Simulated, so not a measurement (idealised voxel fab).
Presented below is a process module, voxel quadruple lines.
Shown is cross-section cut, with a width of 255 nm and square cells of size 5 nm.
Cross-section layout: square cells on a grid; listed as bands, top to bottom; a band spans one or more cell rows.
Per band: top height and bottom height in nm, followed by the left-to-right materials and their widths in nm; "all across" marks a single material spanning edge to edge, "blank" marks empty space.
Beneath 0, the wafer as received is one material, and that level is where height counting begins. The lowest band goes on downward without a bottom; it is written like "0..down".
The two numbers in a width such as "30->40" mark its ends across the band: the first belongs to the top row of cells, the second to the bottom row, and from each row to the next the width moves by the same amount.
Take "nothing different" at face value: in the step it is given for, the cross-section changed in none of its cells.
Each empty space that has no open way to the top and spans at least 8 cells appears under "Enclosed void listing" as width x height at distance, the distance counted from the left edge, all in nm.
That trailing text on a step's line, after the settings, is the simulator's own remark on the step.
A step's line can hold "overlay nm"; with a mask on that step, the setting says how far right of the planned place the mask lay, while a negative setting says it lay to the left.

# Steps in the process plan
| 1 | RECEIVE with material Si |
| 2 | CONFORMAL_DEP with material Al2O3, thk nm 5 |
| 3 | DIRECTIONAL_DEP with material W, thk nm 15 |
| 4 | DIRECTIONAL_DEP with material polySi, thk nm 20 |
| 5 | DIRECTIONAL_DEP with material aC, thk nm 20 |
| 6 | PATTERN with tone cover, mask id MANDREL, material resist, width nm 20, pitch nm 60, thk nm 25, overlay nm 0 |
| 7 | DIRECTIONAL_ETCH with etch materials aC, depth nm 20 |
| 8 | STRIP with etch materials resist |
| 9 | CONFORMAL_DEP with material SiO2, thk nm 10 |
| 10 | DIRECTIONAL_ETCH with etch materials SiO2, depth nm 10 |
| 11 | STRIP with etch materials aC |
| 12 | DIRECTIONAL_ETCH with etch materials polySi, depth nm 20 |
| 13 | STRIP with etch materials SiO2 |
| 14 | CONFORMAL_DEP with material SiN, thk nm 5 |
| 15 | DIRECTIONAL_ETCH with etch materials SiN, depth nm 5 |
| 16 | STRIP with etch materials polySi |
| 17 | DIRECTIONAL_ETCH with etch materials W, depth nm 15 |
| 18 | STRIP with etch materials SiN |
| 19 | FILL_DEP with material lowk, thk nm 5 |
| 20 | CMP with height nm 20 |

# First of two wafers, processed according to plan

# Here's what the wafer looked like in cross-section when it arrived - that's after step 1
> 0..down = Si all across
> Enclosed void listing: none

# Cross-sectional representation of the wafer at the conclusion of step 2
> 5..0 = Al2O3 all across
> All layers under 0 are left as they were.

# Cross-sectional representation of the wafer at the conclusion of step 3
> 20..5 = W all across
> All layers under 5 are left as they were.

# Cross-sectional representation of the wafer at the conclusion of step 4
> 40..20 = polySi all across
> All layers under 20 are left as they were.

# Cross-sectional representation of the wafer at the conclusion of step 5
> 60..40 = aC all across
> All layers under 40 are left as they were.

# Cross-sectional representation of the wafer at the conclusion of step 6
> 85..60 = 85 of blank / 20 of resist / 40 of blank / 20 of resist / 90 of blank
> All layers under 60 are left as they were.

# Cross-sectional representation of the wafer at the conclusion of step 7
> 65..60 = 85 of blank / 20 of resist / 40 of blank / 20 of resist / 90 of blank
> 60..40 = 85 of blank / 20 of aC / 40 of blank / 20 of aC / 90 of blank
> All layers under 40 are left as they were.

# Cross-sectional representation of the wafer at the conclusion of step 8
> 60..40 = 85 of blank / 20 of aC / 40 of blank / 20 of aC / 90 of blank
> All layers under 40 are left as they were.

# Cross-sectional representation of the wafer at the conclusion of step 9
> 70..60 = 75 of blank / 40 of SiO2 / 20 of blank / 40 of SiO2 / 80 of blank
> 60..50 = 75 of blank / 10 of SiO2 / 20 of aC / 10 of SiO2 / 20 of blank / 10 of SiO2 / 20 of aC / 10 of SiO2 / 80 of blank
> 50..40 = 85 of SiO2 / 20 of aC / 40 of SiO2 / 20 of aC / 90 of SiO2
> All layers under 40 are left as they were.

# Cross-sectional representation of the wafer at the conclusion of step 10
> 60..40 = 75 of blank / 10 of SiO2 / 20 of aC / 10 of SiO2 / 20 of blank / 10 of SiO2 / 20 of aC / 10 of SiO2 / 80 of blank
> All layers under 40 are left as they were.

# Cross-sectional representation of the wafer at the conclusion of step 11
> 60..40 = 75 of blank / 10 of SiO2 / 20 of blank / 10 of SiO2 / 20 of blank / 10 of SiO2 / 20 of blank / 10 of SiO2 / 80 of blank
> All layers under 40 are left as they were.

# Cross-sectional representation of the wafer at the conclusion of step 12
> 60..40 = 75 of blank / 10 of SiO2 / 20 of blank / 10 of SiO2 / 20 of blank / 10 of SiO2 / 20 of blank / 10 of SiO2 / 80 of blank
> 40..20 = 75 of blank / 10 of polySi / 20 of blank / 10 of polySi / 20 of blank / 10 of polySi / 20 of blank / 10 of polySi / 80 of blank
> All layers under 20 are left as they were.

# Cross-sectional representation of the wafer at the conclusion of step 13
> 40..20 = 75 of blank / 10 of polySi / 20 of blank / 10 of polySi / 20 of blank / 10 of polySi / 20 of blank / 10 of polySi / 80 of blank
> All layers under 20 are left as they were.

# Cross-sectional representation of the wafer at the conclusion of step 14
> 45..40 = 70 of blank / 20 of SiN / 10 of blank / 20 of SiN / 10 of blank / 20 of SiN / 10 of blank / 20 of SiN / 75 of blank
> 40..25 = 70 of blank / 5 of SiN / 10 of polySi / 5 of SiN / 10 of blank / 5 of SiN / 10 of polySi / 5 of SiN / 10 of blank / 5 of SiN / 10 of polySi / 5 of SiN / 10 of blank / 5 of SiN / 10 of polySi / 5 of SiN / 75 of blank
> 25..20 = 75 of SiN / 10 of polySi / 20 of SiN / 10 of polySi / 20 of SiN / 10 of polySi / 20 of SiN / 10 of polySi / 80 of SiN
> All layers under 20 are left as they were.

# Cross-sectional representation of the wafer at the conclusion of step 15
> 40..20 = 70 of blank / 5 of SiN / 10 of polySi / 5 of SiN / 10 of blank / 5 of SiN / 10 of polySi / 5 of SiN / 10 of blank / 5 of SiN / 10 of polySi / 5 of SiN / 10 of blank / 5 of SiN / 10 of polySi / 5 of SiN / 75 of blank
> All layers under 20 are left as they were.

# Cross-sectional representation of the wafer at the conclusion of step 16
> 40..20 = 70 of blank / 5 of SiN / 10 of blank / 5 of SiN / 10 of blank / 5 of SiN / 10 of blank / 5 of SiN / 10 of blank / 5 of SiN / 10 of blank / 5 of SiN / 10 of blank / 5 of SiN / 10 of blank / 5 of SiN / 75 of blank
> All layers under 20 are left as they were.

# Cross-sectional representation of the wafer at the conclusion of step 17
> 40..20 = 70 of blank / 5 of SiN / 10 of blank / 5 of SiN / 10 of blank / 5 of SiN / 10 of blank / 5 of SiN / 10 of blank / 5 of SiN / 10 of blank / 5 of SiN / 10 of blank / 5 of SiN / 10 of blank / 5 of SiN / 75 of blank
> 20..5 = 70 of blank / 5 of W / 10 of blank / 5 of W / 10 of blank / 5 of W / 10 of blank / 5 of W / 10 of blank / 5 of W / 10 of blank / 5 of W / 10 of blank / 5 of W / 10 of blank / 5 of W / 75 of blank
> All layers under 5 are left as they were.

# Cross-sectional representation of the wafer at the conclusion of step 18
> 20..5 = 70 of blank / 5 of W / 10 of blank / 5 of W / 10 of blank / 5 of W / 10 of blank / 5 of W / 10 of blank / 5 of W / 10 of blank / 5 of W / 10 of blank / 5 of W / 10 of blank / 5 of W / 75 of blank
> All layers under 5 are left as they were.

# Cross-sectional representation of the wafer at the conclusion of step 19
> 25..20 = lowk all across
> 20..5 = 70 of lowk / 5 of W / 10 of lowk / 5 of W / 10 of lowk / 5 of W / 10 of lowk / 5 of W / 10 of lowk / 5 of W / 10 of lowk / 5 of W / 10 of lowk / 5 of W / 10 of lowk / 5 of W / 75 of lowk
> All layers under 5 are left as they were.

# Cross-sectional representation of the wafer at the conclusion of step 20
> 20..5 = 70 of lowk / 5 of W / 10 of lowk / 5 of W / 10 of lowk / 5 of W / 10 of lowk / 5 of W / 10 of lowk / 5 of W / 10 of lowk / 5 of W / 10 of lowk / 5 of W / 10 of lowk / 5 of W / 75 of lowk
> All layers under 5 are left as they were.

# second wafer: like start, like plan, one mistake. Through step 2 it matches the first wafer

# Cross-sectional representation of the second wafer at the time designated in the plan for the completion of step 3
> 20..5 = lowk all across
> All layers under 5 are left as they were.

# Cross-sectional representation of the second wafer at the time designated in the plan for the completion of step 4
> 40..20 = polySi all across
> All layers under 20 are left as they were.

# Cross-sectional representation of the second wafer at the time designated in the plan for the completion of step 5
> 60..40 = aC all across
> All layers under 40 are left as they were.

# Cross-sectional representation of the second wafer at the time designated in the plan for the completion of step 6
> 85..60 = 85 of blank / 20 of resist / 40 of blank / 20 of resist / 90 of blank
> All layers under 60 are left as they were.

# Cross-sectional representation of the second wafer at the time designated in the plan for the completion of step 7
> 65..60 = 85 of blank / 20 of resist / 40 of blank / 20 of resist / 90 of blank
> 60..40 = 85 of blank / 20 of aC / 40 of blank / 20 of aC / 90 of blank
> All layers under 40 are left as they were.

# Cross-sectional representation of the second wafer at the time designated in the plan for the completion of step 8
> 60..40 = 85 of blank / 20 of aC / 40 of blank / 20 of aC / 90 of blank
> All layers under 40 are left as they were.

# Cross-sectional representation of the second wafer at the time designated in the plan for the completion of step 9
> 70..60 = 75 of blank / 40 of SiO2 / 20 of blank / 40 of SiO2 / 80 of blank
> 60..50 = 75 of blank / 10 of SiO2 / 20 of aC / 10 of SiO2 / 20 of blank / 10 of SiO2 / 20 of aC / 10 of SiO2 / 80 of blank
> 50..40 = 85 of SiO2 / 20 of aC / 40 of SiO2 / 20 of aC / 90 of SiO2
> All layers under 40 are left as they were.

# Cross-sectional representation of the second wafer at the time designated in the plan for the completion of step 10
> 60..40 = 75 of blank / 10 of SiO2 / 20 of aC / 10 of SiO2 / 20 of blank / 10 of SiO2 / 20 of aC / 10 of SiO2 / 80 of blank
> All layers under 40 are left as they were.

# Cross-sectional representation of the second wafer at the time designated in the plan for the completion of step 11
> 60..40 = 75 of blank / 10 of SiO2 / 20 of blank / 10 of SiO2 / 20 of blank / 10 of SiO2 / 20 of blank / 10 of SiO2 / 80 of blank
> All layers under 40 are left as they were.

# Cross-sectional representation of the second wafer at the time designated in the plan for the completion of step 12
> 60..40 = 75 of blank / 10 of SiO2 / 20 of blank / 10 of SiO2 / 20 of blank / 10 of SiO2 / 20 of blank / 10 of SiO2 / 80 of blank
> 40..20 = 75 of blank / 10 of polySi / 20 of blank / 10 of polySi / 20 of blank / 10 of polySi / 20 of blank / 10 of polySi / 80 of blank
> All layers under 20 are left as they were.

# Cross-sectional representation of the second wafer at the time designated in the plan for the completion of step 13
> 40..20 = 75 of blank / 10 of polySi / 20 of blank / 10 of polySi / 20 of blank / 10 of polySi / 20 of blank / 10 of polySi / 80 of blank
> All layers under 20 are left as they were.

# Cross-sectional representation of the second wafer at the time designated in the plan for the completion of step 14
> 45..40 = 70 of blank / 20 of SiN / 10 of blank / 20 of SiN / 10 of blank / 20 of SiN / 10 of blank / 20 of SiN / 75 of blank
> 40..25 = 70 of blank / 5 of SiN / 10 of polySi / 5 of SiN / 10 of blank / 5 of SiN / 10 of polySi / 5 of SiN / 10 of blank / 5 of SiN / 10 of polySi / 5 of SiN / 10 of blank / 5 of SiN / 10 of polySi / 5 of SiN / 75 of blank
> 25..20 = 75 of SiN / 10 of polySi / 20 of SiN / 10 of polySi / 20 of SiN / 10 of polySi / 20 of SiN / 10 of polySi / 80 of SiN
> All layers under 20 are left as they were.

# Cross-sectional representation of the second wafer at the time designated in the plan for the completion of step 15
> 40..20 = 70 of blank / 5 of SiN / 10 of polySi / 5 of SiN / 10 of blank / 5 of SiN / 10 of polySi / 5 of SiN / 10 of blank / 5 of SiN / 10 of polySi / 5 of SiN / 10 of blank / 5 of SiN / 10 of polySi / 5 of SiN / 75 of blank
> All layers under 20 are left as they were.

# Cross-sectional representation of the second wafer at the time designated in the plan for the completion of step 16
> 40..20 = 70 of blank / 5 of SiN / 10 of blank / 5 of SiN / 10 of blank / 5 of SiN / 10 of blank / 5 of SiN / 10 of blank / 5 of SiN / 10 of blank / 5 of SiN / 10 of blank / 5 of SiN / 10 of blank / 5 of SiN / 75 of blank
> All layers under 20 are left as they were.

Cross-sectional representation of the second wafer at the time designated in the plan for the completion of step 17: nothing different

# Cross-sectional representation of the second wafer at the time designated in the plan for the completion of step 18
> 20..5 = lowk all across
> All layers under 5 are left as they were.

# Cross-sectional representation of the second wafer at the time designated in the plan for the completion of step 19
> 25..5 = lowk all across
> All layers under 5 are left as they were.

# Cross-sectional representation of the second wafer at the time designated in the plan for the completion of step 20
> 20..5 = lowk all across
> All layers under 5 are left as they were.
Deviation noted in wafer processing: step 3 went in with a setting other than planned; the actual run was DIRECTIONAL_DEP with material lowk, thk nm 15
Per the end-of-run cell counts, the second wafer holds more or fewer of some materials than the first: W -24; lowk +24
